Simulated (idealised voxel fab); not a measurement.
Process module name: voxel transistor to metal
This is section cut - it's 185 nm across, gridded in 5 nm square cells.
Bands, listed from the top down, are how a cross-section gets written in this document; the cross-section itself is a grid of square cells, and a band is one or more rows of them.
Top, bottom (nm), then materials left to right with widths (nm); lone material tagged "edge to edge" fills the whole band edge to edge; "air" = empty space.
Heights are reckoned from 0. Under this level, the received wafer is all of one material. The bottommost band is open-ended downward, for example "0 -> down".
The notation "30->40" denotes a width that varies across the rows of cells in the band, beginning at the first number in the top row, finishing at the second number in the bottom row, and changing by an identical amount from each row to the next.
You'll sometimes find "all unchanged" written for a step, and that's the way of saying that nowhere in the cross-section did a cell change during that step.
"Closed void listing" lists enclosed empty spaces (at least 8 cells, no open path upward to the top), each as width x height at distance from the left edge, in nm.
Anything after a step's settings on that line? It's the simulator's own note about the step.
"overlay nm", when on a step's line for a step with a mask, measures how far to the right of its planned place the mask lay; a negative measure means to the left.

-- Set out below are the planned steps of the process
1. RECEIVE,material Si
2. OXIDIZE,depth nm 5
3. CONFORMAL_DEP,material SiN,thk nm 10
4. DIRECTIONAL_DEP,material aC,thk nm 10
5. PATTERN,tone cover,mask id ACTIVE,material resist,width nm 95,thk nm 30,overlay nm 0
6. DIRECTIONAL_ETCH,etch materials aC,depth nm 10
7. STRIP,etch materials resist
8. DIRECTIONAL_ETCH,etch materials SiN,depth nm 10
9. DIRECTIONAL_ETCH,etch materials SiO2,depth nm 5
10. DIRECTIONAL_ETCH,etch materials Si,depth nm 25
11. STRIP,etch materials aC
12. FILL_DEP,material SiO2,thk nm 10
13. CMP,height nm 10
14. SELECTIVE_ETCH,etch materials SiO2,depth nm 5
15. STRIP,etch materials SiN
16. SELECTIVE_ETCH,etch materials SiO2,depth nm 5
17. OXIDIZE,depth nm 5
18. DIRECTIONAL_DEP,material polySi,thk nm 20
19. DIRECTIONAL_DEP,material SiCN,thk nm 15
20. DIRECTIONAL_DEP,material aC,thk nm 10
21. PATTERN,tone cover,mask id GATE,material resist,width nm 25,thk nm 30,overlay nm 0
22. DIRECTIONAL_ETCH,etch materials aC,depth nm 10
23. STRIP,etch materials resist
24. DIRECTIONAL_ETCH,etch materials SiCN,depth nm 25
25. DIRECTIONAL_ETCH,etch materials polySi,depth nm 30
26. STRIP,etch materials aC
27. CONFORMAL_DEP,material SiN,thk nm 10
28. DIRECTIONAL_ETCH,etch materials SiN,depth nm 10
29. DIRECTIONAL_ETCH,etch materials SiO2,depth nm 5
30. EPI,material nSi,thk nm 5
31. FILL_DEP,material SiO2,thk nm 5
32. CMP,height nm 15
33. STRIP,etch materials polySi
34. SELECTIVE_ETCH,etch materials SiO2,depth nm 5
35. CONFORMAL_DEP,material HfO2,thk nm 5
36. CONFORMAL_DEP,material TiN,thk nm 5
37. FILL_DEP,material W,thk nm 10
38. CMP,height nm 10
39. DIRECTIONAL_DEP,material SiO2,thk nm 15
40. DIRECTIONAL_DEP,material aC,thk nm 10
41. PATTERN,tone open,mask id CONTACT,material resist,width nm 15,pitch nm 70,thk nm 30,overlay nm 0
42. DIRECTIONAL_ETCH,etch materials aC,depth nm 10
43. STRIP,etch materials resist
44. DIRECTIONAL_ETCH,etch materials SiO2,depth nm 30
45. STRIP,etch materials aC
46. CONFORMAL_DEP,material TiN,thk nm 5
47. FILL_DEP,material W,thk nm 5
48. CMP,height nm 25
49. DIRECTIONAL_DEP,material TiN,thk nm 5
50. DIRECTIONAL_DEP,material W,thk nm 15
51. DIRECTIONAL_DEP,material aC,thk nm 15
52. PATTERN,tone cover,mask id METAL_1,material resist,width nm 15,pitch nm 70,thk nm 35,overlay nm 0
53. DIRECTIONAL_ETCH,etch materials aC,depth nm 15
54. STRIP,etch materials resist
55. DIRECTIONAL_ETCH,etch materials W,depth nm 15
56. DIRECTIONAL_ETCH,etch materials TiN,depth nm 5
57. STRIP,etch materials aC
58. FILL_DEP,material lowk,thk nm 10
59. CMP,height nm 45
60. CONFORMAL_DEP,material SiCN,thk nm 5
61. DIRECTIONAL_DEP,material SiO2,thk nm 35
62. PATTERN,tone open,mask id METAL_2,material resist,width nm 15,pitch nm 70,thk nm 20,overlay nm 0
63. DIRECTIONAL_ETCH,etch materials SiO2,depth nm 20
64. STRIP,etch materials resist
65. MASKED_ETCH,tone open,mask id METAL_2_HOLES,width nm 15,pitch nm 70,etch materials SiO2,depth nm 15,overlay nm 0
66. MASKED_ETCH,tone open,mask id METAL_2_HOLES,width nm 15,pitch nm 70,etch materials SiCN,depth nm 5,overlay nm 0
67. CONFORMAL_DEP,material TiN,thk nm 5
68. FILL_DEP,material Cu,thk nm 10
69. CMP,height nm 85
70. CONFORMAL_DEP,material SiCN,thk nm 5

-- Incoming wafer, cross-sectional view, post step 1
> 0 -> down: Si edge to edge
> Closed void listing: none

-- This is how the wafer looks in cross-section once the module is done, given the starting state and plan above and one mistake in carrying the plan out
> 90 -> 85: SiCN edge to edge
> 85 -> 75: SiO2=40 / TiN=5 / Cu=15 / TiN=5 / SiO2=45 / TiN=5 / Cu=15 / TiN=5 / SiO2=50
> 75 -> 70: SiO2=40 / TiN=5 / Cu=5 / TiN=15 / SiO2=45 / TiN=5 / Cu=5 / TiN=15 / SiO2=50
> 70 -> 65: SiO2=40 / TiN=15 / SiO2=55 / TiN=15 / SiO2=60
> 65 -> 50: SiO2=50 / TiN=5 / SiO2=65 / TiN=5 / SiO2=60
> 50 -> 45: SiCN=50 / TiN=5 / SiCN=65 / TiN=5 / SiCN=60
> 45 -> 30: lowk=50 / W=15 / lowk=55 / W=15 / lowk=50
> 30 -> 25: lowk=50 / TiN=15 / lowk=55 / TiN=15 / lowk=50
> 25 -> 10: SiO2=50 / TiN=5 / W=5 / TiN=5 / SiO2=55 / TiN=5 / W=5 / TiN=5 / SiO2=50
> 10 -> 0: SiO2=50 / TiN=5 / W=5 / TiN=5 / SiO2=5 / SiN=10 / HfO2=5 / TiN=5 / W=5 / TiN=5 / HfO2=5 / SiN=10 / SiO2=5 / TiN=5 / W=5 / TiN=5 / SiO2=50
> 0 -> -5: SiO2=40 / SiN=10 / TiN=15 / SiO2=5 / SiN=10 / HfO2=5 / TiN=15 / HfO2=5 / SiN=10 / SiO2=5 / TiN=15 / SiN=10 / SiO2=40
> -5 -> -10: SiO2=50 / nSi=20 / SiO2=5 / HfO2=35 / SiO2=5 / nSi=20 / SiO2=50
> -10 -> -30: SiO2=45 / Si=95 / SiO2=45
> -30 -> down: Si edge to edge
> Closed void listing: none
Nonconformance to the process plan: in deviation from the planned setting, step 62 was conducted as PATTERN,tone open,mask id METAL_2,material resist,width nm 15,pitch nm 70,thk nm 20,overlay nm -10
